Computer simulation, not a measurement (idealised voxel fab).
Name of the process module below: voxel released beams
Shown is cross-section cut, with a width of 200 nm and square cells of size 5 nm.
For the purposes of this document, a cross-section shall be understood as a grid of square cells, specified as bands listed in top-to-bottom order, each band consisting of one or more rows of cells. A band entry consists of two parts. The first gives the height of the band's top and the height of its bottom, in nm. The rest lists the band's materials from left to right, each with its width in nm. A single material labelled with the word "full width" fills the band from edge to edge, and the word "air" marks empty space. Below 0: as-received wafer, all one material; heights counted from there. Lowest band: no bottom, goes on down, written "0 and below". With a width like "30 to 40", each row of cells in the band differs from the next by the same amount, the top row carrying the first number and the bottom row the second. "nothing was modified" means the step left every cell of the cross-section as it was. Empty spaces counting at least 8 cells and having no open way to the top are listed in "Sealed cavities". The notation width x height at distance is used for each, the distance being from the left edge and all three values in nm. On a step's line, text after the settings is the simulator commenting on that step. A step's line can hold "overlay nm"; with a mask on that step, the setting says how far right of the planned place the mask lay, while a negative setting says it lay to the left.
### The planned process steps are enumerated hereunder
1: op RECEIVE | material Si
2: op CONFORMAL_DEP | material Al2O3 | thk nm 10
3: op DIRECTIONAL_DEP | material SiO2 | thk nm 20
4: op PATTERN | tone open | mask id ANCHOR | material resist | width nm 25 | thk nm 20 | overlay nm 0
5: op DIRECTIONAL_ETCH | etch materials SiO2 | depth nm 20
6: op STRIP | etch materials resist
7: op CONFORMAL_DEP | material W | thk nm 10
8: op MASKED_ETCH | tone cover | mask id BEAM | width nm 90 | etch materials W | depth nm 10 | overlay nm 0
9: op STRIP | etch materials SiO2
### Below: the first of two wafers, run as planned
### Wafer at receipt (post step 1), cross-section
    0 and below = Si full width
    Sealed cavities: none
### Cross-sectional representation of the wafer at the conclusion of step 2
    10 down to 0 = Al2O3 full width
    Everything below 0 is unchanged.
### Cross-sectional representation of the wafer at the conclusion of step 3
    30 down to 10 = SiO2 full width
    Everything below 10 is unchanged.
### Cross-sectional representation of the wafer at the conclusion of step 4
    50 down to 30 = resist: 55; air: 25; resist: 120
    Everything below 30 is unchanged.
### Cross-sectional representation of the wafer at the conclusion of step 5
    50 down to 30 = resist: 55; air: 25; resist: 120
    30 down to 10 = SiO2: 55; air: 25; SiO2: 120
    Everything below 10 is unchanged.
### Cross-sectional representation of the wafer at the conclusion of step 6
    30 down to 10 = SiO2: 55; air: 25; SiO2: 120
    Everything below 10 is unchanged.
### Cross-sectional representation of the wafer at the conclusion of step 7
    40 down to 30 = W: 65; air: 5; W: 130
    30 down to 20 = SiO2: 55; W: 10; air: 5; W: 10; SiO2: 120
    20 down to 10 = SiO2: 55; W: 25; SiO2: 120
    Everything below 10 is unchanged.
### Cross-sectional representation of the wafer at the conclusion of step 8
    40 down to 30 = air: 50; W: 15; air: 5; W: 70; air: 60
    Everything below 30 is unchanged.
### Cross-sectional representation of the wafer at the conclusion of step 9
    40 down to 30 = air: 50; W: 15; air: 5; W: 70; air: 60
    30 down to 20 = air: 55; W: 10; air: 5; W: 10; air: 120
    20 down to 10 = air: 55; W: 25; air: 120
    Everything below 10 is unchanged.
### Second wafer, same starting conditions and recipe as the first, one mistake in executing it, nothing differs from the first up to and including step 3
### Look at the second wafer in cross-section at the time step 4 ought to have finished
    50 down to 30 = air: 55; resist: 25; air: 120
    Everything below 30 is unchanged.
### Look at the second wafer in cross-section at the time step 5 ought to have finished
    50 down to 30 = air: 55; resist: 25; air: 120
    30 down to 10 = air: 55; SiO2: 25; air: 120
    Everything below 10 is unchanged.
### Look at the second wafer in cross-section at the time step 6 ought to have finished
    30 down to 10 = air: 55; SiO2: 25; air: 120
    Everything below 10 is unchanged.
### Look at the second wafer in cross-section at the time step 7 ought to have finished
    40 down to 30 = air: 45; W: 45; air: 110
    30 down to 20 = air: 45; W: 10; SiO2: 25; W: 10; air: 110
    20 down to 10 = W: 55; SiO2: 25; W: 120
    Everything below 10 is unchanged.
### Look at the second wafer in cross-section at the time step 8 ought to have finished
    40 down to 30 = air: 50; W: 40; air: 110
    30 down to 20 = air: 45; W: 10; SiO2: 25; W: 10; air: 110
    20 down to 10 = air: 45; W: 10; SiO2: 25; W: 60; air: 60
    Everything below 10 is unchanged.
Look at the second wafer in cross-section at the time step 9 ought to have finished: nothing was modified
Error vs. plan: for step 4, the planned setting was not used; the step was instead run as op PATTERN | tone cover | mask id ANCHOR | material resist | width nm 25 | thk nm 20 | overlay nm 0
Cell-count delta at end, second wafer over first, by material: 20 more of SiO2
